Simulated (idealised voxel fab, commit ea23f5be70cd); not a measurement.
Proc. module: voxel capacitor over wiring
Xsec cut, 145 nm wide, square cell size 5 nm.
How to read a cross-section here: the picture is a grid of square cells, written as bands going from the top down, and any band can span one or more rows of cells.
What a band's entry tells you: where the top is and where the bottom is, as heights in nm, and after that what lies inside, material by material from left to right, each with its width in nm. Empty space is written as the word "air", and a single material marked with the word "edge to edge" occupies the band from edge to edge.
Below 0: as-received wafer, all one material; heights counted from there. Lowest band: no bottom, goes on down, written "top 0, no bottom".
The notation "30..40" denotes a width that varies across the rows of cells in the band, beginning at the first number in the top row, finishing at the second number in the bottom row, and changing by an identical amount from each row to the next.
"nothing different" after a step means that no cell of the cross-section changed.
The list in "Closed voids list" covers empty spaces of 8 cells or more that cannot reach the top through any open way, and it gives each as width x height at distance; the distance is from the left edge, and width, height and distance are in nm.
Where a step's line continues beyond its settings, the continuation is a remark by the simulator itself on that step.
The setting "overlay nm" may be written on the line of a step. When the step uses a mask, the value reports how far to the right of the planned place the mask lay, and a negative value reports that it lay to the left.
# List of planned process steps
- 1: RECEIVE, material Si
- 2: CONFORMAL_DEP, material SiO2, thk nm 15
- 3: CONFORMAL_DEP, material SiN, thk nm 5
- 4: DIRECTIONAL_DEP, material SiO2, thk nm 15
- 5: MASKED_ETCH, tone open, mask id METAL_1, width nm 25, pitch nm 75, etch materials SiO2, depth nm 15, overlay nm 0
- 6: MASKED_ETCH, tone open, mask id METAL_1, width nm 25, pitch nm 75, etch materials SiN, depth nm 5, overlay nm 0
- 7: CONFORMAL_DEP, material TiN, thk nm 5
- 8: FILL_DEP, material Ru, thk nm 10
- 9: CMP, height nm 35
- 10: CONFORMAL_DEP, material SiCN, thk nm 5
- 11: DIRECTIONAL_DEP, material lowk, thk nm 15
- 12: PATTERN, tone open, mask id PLUG_1, material resist, width nm 15, thk nm 15, overlay nm 0
- 13: DIRECTIONAL_ETCH, etch materials lowk, depth nm 15
- 14: DIRECTIONAL_ETCH, etch materials SiCN, depth nm 5
- 15: STRIP, etch materials resist
- 16: EPI, material Ru, thk nm 10
- 17: EPI, material Ru, thk nm 10
- 18: DIRECTIONAL_DEP, material TiN, thk nm 5
- 19: DIRECTIONAL_DEP, material HfO2, thk nm 5
- 20: DIRECTIONAL_DEP, material TiN, thk nm 10
- 21: DIRECTIONAL_DEP, material aC, thk nm 15
- 22: PATTERN, tone cover, mask id UPPER_PLATE, material resist, width nm 55, thk nm 30, overlay nm 0
- 23: DIRECTIONAL_ETCH, etch materials aC, depth nm 15
- 24: STRIP, etch materials resist
- 25: DIRECTIONAL_ETCH, etch materials TiN, depth nm 10
- 26: DIRECTIONAL_ETCH, etch materials HfO2, depth nm 5
- 27: STRIP, etch materials aC
- 28: MASKED_ETCH, tone cover, mask id LOWER_PLATE, width nm 65, etch materials TiN, depth nm 5, overlay nm 0
- 29: FILL_DEP, material SiO2, thk nm 15
- 30: CMP, height nm 85
- 31: MASKED_ETCH, tone open, mask id PLUG_2, width nm 15, etch materials SiO2, depth nm 10, overlay nm 0
- 32: CONFORMAL_DEP, material TiN, thk nm 5
- 33: FILL_DEP, material W, thk nm 5
- 34: CMP, height nm 85
- 35: CONFORMAL_DEP, material SiN, thk nm 5
# First out of two wafers; run went to plan
# Here's what the wafer looked like in cross-section when it arrived - that's after step 1
* top 0, no bottom | Si edge to edge
* Closed voids list: none
# Cross-section of the wafer after step 2
* top 15, bottom 0 | SiO2 edge to edge
* below 0: unchanged
# Cross-section of the wafer after step 3
* top 20, bottom 15 | SiN edge to edge
* below 15: unchanged
# Cross-section of the wafer after step 4
* top 35, bottom 20 | SiO2 edge to edge
* below 20: unchanged
# Cross-section of the wafer after step 5
* top 35, bottom 20 | SiO2 (20); air (25); SiO2 (50); air (25); SiO2 (25)
* below 20: unchanged
# Cross-section of the wafer after step 6
* top 35, bottom 20 | SiO2 (20); air (25); SiO2 (50); air (25); SiO2 (25)
* top 20, bottom 15 | SiN (20); air (25); SiN (50); air (25); SiN (25)
* below 15: unchanged
# Cross-section of the wafer after step 7
* top 40, bottom 35 | TiN (25); air (15); TiN (60); air (15); TiN (30)
* top 35, bottom 20 | SiO2 (20); TiN (5); air (15); TiN (5); SiO2 (50); TiN (5); air (15); TiN (5); SiO2 (25)
* top 20, bottom 15 | SiN (20); TiN (25); SiN (50); TiN (25); SiN (25)
* below 15: unchanged
# Cross-section of the wafer after step 8
* top 50, bottom 40 | Ru edge to edge
* top 40, bottom 35 | TiN (25); Ru (15); TiN (60); Ru (15); TiN (30)
* top 35, bottom 20 | SiO2 (20); TiN (5); Ru (15); TiN (5); SiO2 (50); TiN (5); Ru (15); TiN (5); SiO2 (25)
* below 20: unchanged
# Cross-section of the wafer after step 9
* top 35, bottom 20 | SiO2 (20); TiN (5); Ru (15); TiN (5); SiO2 (50); TiN (5); Ru (15); TiN (5); SiO2 (25)
* below 20: unchanged
# Cross-section of the wafer after step 10
* top 40, bottom 35 | SiCN edge to edge
* below 35: unchanged
# Cross-section of the wafer after step 11
* top 55, bottom 40 | lowk edge to edge
* below 40: unchanged
# Cross-section of the wafer after step 12
* top 70, bottom 55 | resist (30); air (15); resist (100)
* below 55: unchanged
# Cross-section of the wafer after step 13
* top 70, bottom 55 | resist (30); air (15); resist (100)
* top 55, bottom 40 | lowk (30); air (15); lowk (100)
* below 40: unchanged
# Cross-section of the wafer after step 14
* top 70, bottom 55 | resist (30); air (15); resist (100)
* top 55, bottom 40 | lowk (30); air (15); lowk (100)
* top 40, bottom 35 | SiCN (30); air (15); SiCN (100)
* below 35: unchanged
# Cross-section of the wafer after step 15
* top 55, bottom 40 | lowk (30); air (15); lowk (100)
* below 40: unchanged
# Cross-section of the wafer after step 16
* top 55, bottom 45 | lowk (30); air (15); lowk (100)
* top 45, bottom 40 | lowk (30); Ru (15); lowk (100)
* top 40, bottom 35 | SiCN (30); Ru (15); SiCN (100)
* below 35: unchanged
# Cross-section of the wafer after step 17
* top 55, bottom 40 | lowk (30); Ru (15); lowk (100)
* below 40: unchanged
# Cross-section of the wafer after step 18
* top 60, bottom 55 | TiN edge to edge
* below 55: unchanged
# Cross-section of the wafer after step 19
* top 65, bottom 60 | HfO2 edge to edge
* below 60: unchanged
# Cross-section of the wafer after step 20
* top 75, bottom 65 | TiN edge to edge
* below 65: unchanged
# Cross-section of the wafer after step 21
* top 90, bottom 75 | aC edge to edge
* below 75: unchanged
# Cross-section of the wafer after step 22
* top 120, bottom 90 | air (30); resist (55); air (60)
* below 90: unchanged
# Cross-section of the wafer after step 23
* top 105, bottom 90 | air (30); resist (55); air (60)
* top 90, bottom 75 | air (30); aC (55); air (60)
* below 75: unchanged
# Cross-section of the wafer after step 24
* top 90, bottom 75 | air (30); aC (55); air (60)
* below 75: unchanged
# Cross-section of the wafer after step 25
* top 90, bottom 75 | air (30); aC (55); air (60)
* top 75, bottom 65 | air (30); TiN (55); air (60)
* below 65: unchanged
# Cross-section of the wafer after step 26
* top 90, bottom 75 | air (30); aC (55); air (60)
* top 75, bottom 65 | air (30); TiN (55); air (60)
* top 65, bottom 60 | air (30); HfO2 (55); air (60)
* below 60: unchanged
# Cross-section of the wafer after step 27
* top 75, bottom 65 | air (30); TiN (55); air (60)
* below 65: unchanged
# Cross-section of the wafer after step 28
* top 75, bottom 65 | air (30); TiN (55); air (60)
* top 65, bottom 60 | air (30); HfO2 (55); air (60)
* top 60, bottom 55 | air (25); TiN (65); air (55)
* below 55: unchanged
# Cross-section of the wafer after step 29
* top 90, bottom 75 | SiO2 edge to edge
* top 75, bottom 65 | SiO2 (30); TiN (55); SiO2 (60)
* top 65, bottom 60 | SiO2 (30); HfO2 (55); SiO2 (60)
* top 60, bottom 55 | SiO2 (25); TiN (65); SiO2 (55)
* below 55: unchanged
# Cross-section of the wafer after step 30
* top 85, bottom 75 | SiO2 edge to edge
* below 75: unchanged
# Cross-section of the wafer after step 31
* top 85, bottom 75 | SiO2 (40); air (15); SiO2 (90)
* below 75: unchanged
# Cross-section of the wafer after step 32
* top 90, bottom 85 | TiN (45); air (5); TiN (95)
* top 85, bottom 80 | SiO2 (40); TiN (5); air (5); TiN (5); SiO2 (90)
* top 80, bottom 75 | SiO2 (40); TiN (15); SiO2 (90)
* below 75: unchanged
# Cross-section of the wafer after step 33
* top 95, bottom 90 | W edge to edge
* top 90, bottom 85 | TiN (45); W (5); TiN (95)
* top 85, bottom 80 | SiO2 (40); TiN (5); W (5); TiN (5); SiO2 (90)
* below 80: unchanged
# Cross-section of the wafer after step 34
* top 85, bottom 80 | SiO2 (40); TiN (5); W (5); TiN (5); SiO2 (90)
* below 80: unchanged
# Cross-section of the wafer after step 35
* top 90, bottom 85 | SiN edge to edge
* below 85: unchanged
# second wafer: like start, like plan, one mistake. Through step 10 it matches the first wafer
# The second wafer cut through, at the time step 11 was supposed to be finished
* top 70, bottom 40 | lowk edge to edge
* below 40: unchanged
# The second wafer cut through, at the time step 12 was supposed to be finished
* top 85, bottom 70 | resist (30); air (15); resist (100)
* below 70: unchanged
# The second wafer cut through, at the time step 13 was supposed to be finished
* top 85, bottom 70 | resist (30); air (15); resist (100)
* top 70, bottom 55 | lowk (30); air (15); lowk (100)
* below 55: unchanged
The second wafer cut through, at the time step 14 was supposed to be finished: nothing different
# The second wafer cut through, at the time step 15 was supposed to be finished
* top 70, bottom 55 | lowk (30); air (15); lowk (100)
* below 55: unchanged
The second wafer cut through, at the time step 16 was supposed to be finished: nothing different
The second wafer cut through, at the time step 17 was supposed to be finished: nothing different
# The second wafer cut through, at the time step 18 was supposed to be finished
* top 75, bottom 70 | TiN (30); air (15); TiN (100)
* top 70, bottom 60 | lowk (30); air (15); lowk (100)
* top 60, bottom 55 | lowk (30); TiN (15); lowk (100)
* below 55: unchanged
# The second wafer cut through, at the time step 19 was supposed to be finished
* top 80, bottom 75 | HfO2 (30); air (15); HfO2 (100)
* top 75, bottom 70 | TiN (30); air (15); TiN (100)
* top 70, bottom 65 | lowk (30); air (15); lowk (100)
* top 65, bottom 60 | lowk (30); HfO2 (15); lowk (100)
* below 60: unchanged
# The second wafer cut through, at the time step 20 was supposed to be finished
* top 90, bottom 80 | TiN (30); air (15); TiN (100)
* top 80, bottom 75 | HfO2 (30); air (15); HfO2 (100)
* top 75, bottom 70 | TiN edge to edge
* top 70, bottom 65 | lowk (30); TiN (15); lowk (100)
* below 65: unchanged
# The second wafer cut through, at the time step 21 was supposed to be finished
* top 105, bottom 90 | aC (30); air (15); aC (100)
* top 90, bottom 80 | TiN (30); aC (15); TiN (100)
* top 80, bottom 75 | HfO2 (30); aC (15); HfO2 (100)
* below 75: unchanged
# The second wafer cut through, at the time step 22 was supposed to be finished
* top 135, bottom 105 | air (30); resist (55); air (60)
* top 105, bottom 90 | aC (30); resist (15); aC (100)
* below 90: unchanged
# The second wafer cut through, at the time step 23 was supposed to be finished
* top 120, bottom 105 | air (30); resist (55); air (60)
* top 105, bottom 90 | air (30); resist (15); aC (40); air (60)
* below 90: unchanged
# The second wafer cut through, at the time step 24 was supposed to be finished
* top 105, bottom 90 | air (45); aC (40); air (60)
* below 90: unchanged
# The second wafer cut through, at the time step 25 was supposed to be finished
* top 105, bottom 90 | air (45); aC (40); air (60)
* top 90, bottom 80 | air (30); aC (15); TiN (40); air (60)
* below 80: unchanged
# The second wafer cut through, at the time step 26 was supposed to be finished
* top 105, bottom 90 | air (45); aC (40); air (60)
* top 90, bottom 80 | air (30); aC (15); TiN (40); air (60)
* top 80, bottom 75 | air (30); aC (15); HfO2 (40); air (60)
* below 75: unchanged
# The second wafer cut through, at the time step 27 was supposed to be finished
* top 90, bottom 80 | air (45); TiN (40); air (60)
* top 80, bottom 75 | air (45); HfO2 (40); air (60)
* below 75: unchanged
# The second wafer cut through, at the time step 28 was supposed to be finished
* top 90, bottom 80 | air (45); TiN (40); air (60)
* top 80, bottom 75 | air (45); HfO2 (40); air (60)
* top 75, bottom 70 | air (25); TiN (65); air (55)
* below 70: unchanged
# The second wafer cut through, at the time step 29 was supposed to be finished
* top 105, bottom 90 | SiO2 edge to edge
* top 90, bottom 80 | SiO2 (45); TiN (40); SiO2 (60)
* top 80, bottom 75 | SiO2 (45); HfO2 (40); SiO2 (60)
* top 75, bottom 70 | SiO2 (25); TiN (65); SiO2 (55)
* below 70: unchanged
# The second wafer cut through, at the time step 30 was supposed to be finished
* top 85, bottom 80 | SiO2 (45); TiN (40); SiO2 (60)
* below 80: unchanged
# The second wafer cut through, at the time step 31 was supposed to be finished
* top 85, bottom 80 | SiO2 (40); air (5); TiN (40); SiO2 (60)
* top 80, bottom 75 | SiO2 (40); air (5); HfO2 (40); SiO2 (60)
* below 75: unchanged
# The second wafer cut through, at the time step 32 was supposed to be finished
* top 90, bottom 85 | TiN edge to edge
* top 85, bottom 80 | SiO2 (40); TiN (45); SiO2 (60)
* top 80, bottom 75 | SiO2 (40); TiN (5); HfO2 (40); SiO2 (60)
* below 75: unchanged
# The second wafer cut through, at the time step 33 was supposed to be finished
* top 95, bottom 90 | W edge to edge
* below 90: unchanged
# The second wafer cut through, at the time step 34 was supposed to be finished
* top 85, bottom 80 | SiO2 (40); TiN (45); SiO2 (60)
* below 80: unchanged
# The second wafer cut through, at the time step 35 was supposed to be finished
* top 90, bottom 85 | SiN edge to edge
* below 85: unchanged
In executing the process, a mistake was made relative to the plan: plan step 11 ran twice
Final cells, second wafer relative to first, materials higher or lower: Ru -12 | SiCN +3 | SiO2 -66 | TiN -11 | W -1 | lowk +87
